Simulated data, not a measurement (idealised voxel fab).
This section sets out a process module, namely voxel self aligned vias.
This is section cut - it's 245 nm across, gridded in 5 nm square cells.
Cross-section spec: square-cell grid; bands listed top down; each band is one or more rows.
The entry gives the band's vertical extent as a top height and a bottom height in nm, then its horizontal make-up as materials from left to right, each with a width in nm. "air" stands for empty space; a single material marked "everywhere" fills the band edge to edge.
For the purposes of this specification, 0 denotes the height below which the wafer in its as-received condition is composed wholly of one material, and the lowermost band, lacking a lower limit, extends downward without end, as expressed in "0 and below".
Per-row width for "30 to 40": begins at first number (top row of band), ends at second number (bottom row), increment between rows held constant.
"nothing got changed" (step): cross-section cells unchanged, all of them.
Closed-off voids of 8+ cells (no open route to the top) go in "Enclosed internal cavities", written width x height at distance from the left edge, in nm.
after a step's settings: what the simulator itself notes on the step
overlay nm: how far to the right of its planned place the mask lay on this masked step (negative: to the left).
[Process steps - plan]
1 RECEIVE: material Si
2 CONFORMAL_DEP: material SiO2, thk nm 15
3 CONFORMAL_DEP: material SiCN, thk nm 5
4 DIRECTIONAL_DEP: material SiO2, thk nm 25
5 MASKED_ETCH: tone open, mask id LINES, width nm 25, pitch nm 65, etch materials SiO2, depth nm 25, overlay nm 0
6 CONFORMAL_DEP: material TiN, thk nm 5
7 FILL_DEP: material Ru, thk nm 5
8 CMP: height nm 45
9 SELECTIVE_ETCH: etch materials W Ru TiN, depth nm 5
10 FILL_DEP: material SiN, thk nm 5
11 CMP: height nm 45
12 DIRECTIONAL_DEP: material SiO2, thk nm 15
13 DIRECTIONAL_DEP: material aC, thk nm 10
14 PATTERN: tone open, mask id VIAS, material resist, width nm 45, pitch nm 130, thk nm 25, overlay nm 0
15 DIRECTIONAL_ETCH: etch materials aC, depth nm 10
16 STRIP: etch materials resist
17 DIRECTIONAL_ETCH: etch materials SiO2, depth nm 15
18 DIRECTIONAL_ETCH: etch materials SiN, depth nm 5
19 STRIP: etch materials aC
20 CONFORMAL_DEP: material TiN, thk nm 5
21 FILL_DEP: material Ru, thk nm 10
22 CMP: height nm 60
23 CONFORMAL_DEP: material SiN, thk nm 5
[Shown in cross-section is the wafer as received, that is, as it stands after step 1]
* 0 and below: Si everywhere
* Enclosed internal cavities: none
[Post-module cross-section: identical start and plan to those above, one misstep in execution]
* 65 down to 60: SiN everywhere
* 60 down to 45: SiO2 35, TiN 5, Ru 35, TiN 5, SiO2 85, TiN 5, Ru 35, TiN 5, SiO2 35
* 45 down to 40: SiO2 35, TiN 45, SiO2 30, SiN 25, SiO2 30, TiN 45, SiO2 35
* 40 down to 30: SiO2 35, TiN 15, Ru 15, TiN 15, SiO2 30, TiN 5, Ru 15, TiN 5, SiO2 30, TiN 15, Ru 15, TiN 15, SiO2 35
* 30 down to 25: SiO2 45, TiN 5, Ru 15, TiN 5, SiO2 40, TiN 5, Ru 15, TiN 5, SiO2 40, TiN 5, Ru 15, TiN 5, SiO2 45
* 25 down to 20: SiO2 45, TiN 25, SiO2 40, TiN 25, SiO2 40, TiN 25, SiO2 45
* 20 down to 15: SiCN everywhere
* 15 down to 0: SiO2 everywhere
* 0 and below: Si everywhere
* Enclosed internal cavities: none
Nonconformance to the process plan: yeah, plan step 17 got run twice
